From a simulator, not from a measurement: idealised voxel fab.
Process module heading - voxel plated lines
Pictured: cross-section cut, 180 nm wide, on a grid of 5 nm square cells.
A cross-section is a grid of square cells, given in bands from the top down. A band is one or more rows of cells.
Look at the band entry: it leads with the top's height and the bottom's height in nm. Then it lists the materials left to right, with a width in nm for each. The word "edge to edge" on a single material says that material fills the band edge to edge. The word "air" is empty space.
Heights are reckoned from 0. Under this level, the received wafer is all of one material. The bottommost band is open-ended downward, for example "0 and below".
You'd read "30 to 40" like this: the band's top row of cells is as wide as the first number, its bottom row is as wide as the second, and going down, every row changes width by the same amount as the row before did.
The cross-section has no changed cell in any step marked "changes: none".
The list in "Unvented internal voids" covers empty spaces of 8 cells or more that cannot reach the top through any open way, and it gives each as width x height at distance; the distance is from the left edge, and width, height and distance are in nm.
Note: text after step settings on the step line = simulator remark on that step.
You can add "overlay nm" to a step's line. For a step with a mask, it describes how far the mask lay to the right of its planned position, and a negative number describes a lay to the left.
## Here's what the planned process steps look like
- 1: RECEIVE with material Si
- 2: CONFORMAL_DEP with material SiO2, thk nm 15
- 3: DIRECTIONAL_DEP with material TiN, thk nm 5
- 4: PATTERN with tone open, mask id LINES, material resist, width nm 15, pitch nm 30, thk nm 20, overlay nm 0
- 5: EPI with material Ru, thk nm 5
- 6: STRIP with etch materials resist
- 7: DIRECTIONAL_ETCH with etch materials TiN, depth nm 5
- 8: CONFORMAL_DEP with material SiO2, thk nm 5
## First wafer, two in total, run as planned
## Wafer cross-section on receipt, i.e. after step 1
	0 and below = Si edge to edge
	Unvented internal voids: none
## You're looking at a cross-section of the wafer after step 2
	15 down to 0 = SiO2 edge to edge
	Under 0: no change, same as before.
## You're looking at a cross-section of the wafer after step 3
	20 down to 15 = TiN edge to edge
	Under 15: no change, same as before.
## You're looking at a cross-section of the wafer after step 4
	40 down to 20 = 65 resist  15 air  15 resist  15 air  70 resist
	Under 20: no change, same as before.
## You're looking at a cross-section of the wafer after step 5
	40 down to 25 = 65 resist  15 air  15 resist  15 air  70 resist
	25 down to 20 = 65 resist  15 Ru  15 resist  15 Ru  70 resist
	Under 20: no change, same as before.
## You're looking at a cross-section of the wafer after step 6
	25 down to 20 = 65 air  15 Ru  15 air  15 Ru  70 air
	Under 20: no change, same as before.
## You're looking at a cross-section of the wafer after step 7
	25 down to 20 = 65 air  15 Ru  15 air  15 Ru  70 air
	20 down to 15 = 65 air  15 TiN  15 air  15 TiN  70 air
	Under 15: no change, same as before.
## You're looking at a cross-section of the wafer after step 8
	30 down to 25 = 60 air  25 SiO2  5 air  25 SiO2  65 air
	25 down to 20 = 60 air  5 SiO2  15 Ru  5 SiO2  5 air  5 SiO2  15 Ru  5 SiO2  65 air
	20 down to 15 = 65 SiO2  15 TiN  15 SiO2  15 TiN  70 SiO2
	Under 15: no change, same as before.
## The second wafer: identical to the first at the outset and in its planned sequence, differing only in that one mistake was made during processing; up to and including step 1, its path is the first wafer's path
## Look at the second wafer in cross-section at the time step 2 ought to have finished
	15 down to 0 = Ru edge to edge
	Under 0: no change, same as before.
## Look at the second wafer in cross-section at the time step 3 ought to have finished
	20 down to 15 = TiN edge to edge
	Under 15: no change, same as before.
## Look at the second wafer in cross-section at the time step 4 ought to have finished
	40 down to 20 = 65 resist  15 air  15 resist  15 air  70 resist
	Under 20: no change, same as before.
## Look at the second wafer in cross-section at the time step 5 ought to have finished
	40 down to 25 = 65 resist  15 air  15 resist  15 air  70 resist
	25 down to 20 = 65 resist  15 Ru  15 resist  15 Ru  70 resist
	Under 20: no change, same as before.
## Look at the second wafer in cross-section at the time step 6 ought to have finished
	25 down to 20 = 65 air  15 Ru  15 air  15 Ru  70 air
	Under 20: no change, same as before.
## Look at the second wafer in cross-section at the time step 7 ought to have finished
	25 down to 20 = 65 air  15 Ru  15 air  15 Ru  70 air
	20 down to 15 = 65 air  15 TiN  15 air  15 TiN  70 air
	Under 15: no change, same as before.
## Look at the second wafer in cross-section at the time step 8 ought to have finished
	30 down to 25 = 60 air  25 SiO2  5 air  25 SiO2  65 air
	25 down to 20 = 60 air  5 SiO2  15 Ru  5 SiO2  5 air  5 SiO2  15 Ru  5 SiO2  65 air
	20 down to 15 = 65 SiO2  15 TiN  15 SiO2  15 TiN  70 SiO2
	Under 15: no change, same as before.
So what did we get wrong on this run? contrary to plan, step 2 was performed as CONFORMAL_DEP with material Ru, thk nm 15
Once processing is complete, comparing cell counts shows that the second wafer has more or fewer of certain materials than the first: Ru +108, SiO2 -108
